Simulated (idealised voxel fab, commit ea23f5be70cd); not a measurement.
Documented hereafter: the process module known as voxel released beams.
The cross-section on display is named cut; it measures 210 nm wide, and its cells are 5 nm squares.
How to read a cross-section here: the picture is a grid of square cells, written as bands going from the top down, and any band can span one or more rows of cells. First you get the band's top height and its bottom height, in nm, and then the materials it's made of, left to right, with each width in nm. If you see a single material with "all across", that one covers the band edge to edge. "blank" is empty space. Convention: height 0 is the level below which the wafer, as received, is all one material. The lowest band does not terminate at the bottom but continues downward, represented as "top 0, no bottom". With a width like "30->40", each row of cells in the band differs from the next by the same amount, the top row carrying the first number and the bottom row the second. "no modification", as given for a step, is the statement that not any cell of the cross-section underwent a change during that step. Each empty space that has no open way to the top and spans at least 8 cells appears under "Enclosed internal voids" as width x height at distance, the distance counted from the left edge, all in nm. Text after the settings on a step's line: the simulator's own remark on that step. The setting "overlay nm" may be written on the line of a step. When the step uses a mask, the value reports how far to the right of the planned place the mask lay, and a negative value reports that it lay to the left.

Intended process steps
1 RECEIVE (material Si)
2 CONFORMAL_DEP (material Al2O3; thk nm 10)
3 DIRECTIONAL_DEP (material SiO2; thk nm 10)
4 PATTERN (tone open; mask id ANCHOR; material resist; width nm 35; thk nm 15; overlay nm 0)
5 DIRECTIONAL_ETCH (etch materials SiO2; depth nm 10)
6 STRIP (etch materials resist)
7 CONFORMAL_DEP (material SiN; thk nm 15)
8 PATTERN (tone cover; mask id BEAM; material resist; width nm 105; thk nm 15; overlay nm 0)
9 DIRECTIONAL_ETCH (etch materials SiN; depth nm 15)
10 STRIP (etch materials resist)
11 STRIP (etch materials SiO2)

Below: the first of two wafers, run as planned

Cross-section: wafer on arrival = after step 1
> top 0, no bottom = Si all across
> Enclosed internal voids: none

Upon completion of step 2, the wafer appears in cross-section as shown
> top 10, bottom 0 = Al2O3 all across
> Heights below 0 show no change.

Upon completion of step 3, the wafer appears in cross-section as shown
> top 20, bottom 10 = SiO2 all across
> Heights below 10 show no change.

Upon completion of step 4, the wafer appears in cross-section as shown
> top 35, bottom 20 = resist 55 nm | blank 35 nm | resist 120 nm
> Heights below 20 show no change.

Upon completion of step 5, the wafer appears in cross-section as shown
> top 35, bottom 20 = resist 55 nm | blank 35 nm | resist 120 nm
> top 20, bottom 10 = SiO2 55 nm | blank 35 nm | SiO2 120 nm
> Heights below 10 show no change.

Upon completion of step 6, the wafer appears in cross-section as shown
> top 20, bottom 10 = SiO2 55 nm | blank 35 nm | SiO2 120 nm
> Heights below 10 show no change.

Upon completion of step 7, the wafer appears in cross-section as shown
> top 35, bottom 25 = SiN 70 nm | blank 5 nm | SiN 135 nm
> top 25, bottom 20 = SiN all across
> top 20, bottom 10 = SiO2 55 nm | SiN 35 nm | SiO2 120 nm
> Heights below 10 show no change.

Upon completion of step 8, the wafer appears in cross-section as shown
> top 50, bottom 35 = blank 50 nm | resist 105 nm | blank 55 nm
> top 35, bottom 25 = SiN 70 nm | resist 5 nm | SiN 135 nm
> Heights below 25 show no change.

Upon completion of step 9, the wafer appears in cross-section as shown
> top 50, bottom 35 = blank 50 nm | resist 105 nm | blank 55 nm
> top 35, bottom 25 = blank 50 nm | SiN 20 nm | resist 5 nm | SiN 80 nm | blank 55 nm
> top 25, bottom 20 = blank 50 nm | SiN 105 nm | blank 55 nm
> Heights below 20 show no change.

Upon completion of step 10, the wafer appears in cross-section as shown
> top 35, bottom 25 = blank 50 nm | SiN 20 nm | blank 5 nm | SiN 80 nm | blank 55 nm
> Heights below 25 show no change.

Upon completion of step 11, the wafer appears in cross-section as shown
> top 35, bottom 25 = blank 50 nm | SiN 20 nm | blank 5 nm | SiN 80 nm | blank 55 nm
> top 25, bottom 20 = blank 50 nm | SiN 105 nm | blank 55 nm
> top 20, bottom 10 = blank 55 nm | SiN 35 nm | blank 120 nm
> Heights below 10 show no change.

Wafer two: like wafer one in start and plan, but with one mistake in execution; identical up to and including step 3

Planned end of step 4: second wafer, cross-section
> top 35, bottom 20 = resist 60 nm | blank 25 nm | resist 125 nm
> Heights below 20 show no change.

Planned end of step 5: second wafer, cross-section
> top 35, bottom 20 = resist 60 nm | blank 25 nm | resist 125 nm
> top 20, bottom 10 = SiO2 60 nm | blank 25 nm | SiO2 125 nm
> Heights below 10 show no change.

Planned end of step 6: second wafer, cross-section
> top 20, bottom 10 = SiO2 60 nm | blank 25 nm | SiO2 125 nm
> Heights below 10 show no change.

Planned end of step 7: second wafer, cross-section
> top 35, bottom 20 = SiN all across
> top 20, bottom 10 = SiO2 60 nm | SiN 25 nm | SiO2 125 nm
> Heights below 10 show no change.

Planned end of step 8: second wafer, cross-section
> top 50, bottom 35 = blank 50 nm | resist 105 nm | blank 55 nm
> Heights below 35 show no change.

Planned end of step 9: second wafer, cross-section
> top 50, bottom 35 = blank 50 nm | resist 105 nm | blank 55 nm
> top 35, bottom 20 = blank 50 nm | SiN 105 nm | blank 55 nm
> Heights below 20 show no change.

Planned end of step 10: second wafer, cross-section
> top 35, bottom 20 = blank 50 nm | SiN 105 nm | blank 55 nm
> Heights below 20 show no change.

Planned end of step 11: second wafer, cross-section
> top 35, bottom 20 = blank 50 nm | SiN 105 nm | blank 55 nm
> top 20, bottom 10 = blank 60 nm | SiN 25 nm | blank 125 nm
> Heights below 10 show no change.
What was done differently from what was planned? step 4 off recipe, ran as PATTERN (tone open; mask id ANCHOR; material resist; width nm 25; thk nm 15; overlay nm 0)
Upon completion, the second wafer contains, in terms of cells, a greater or smaller amount of certain materials than the first wafer: SiN -2
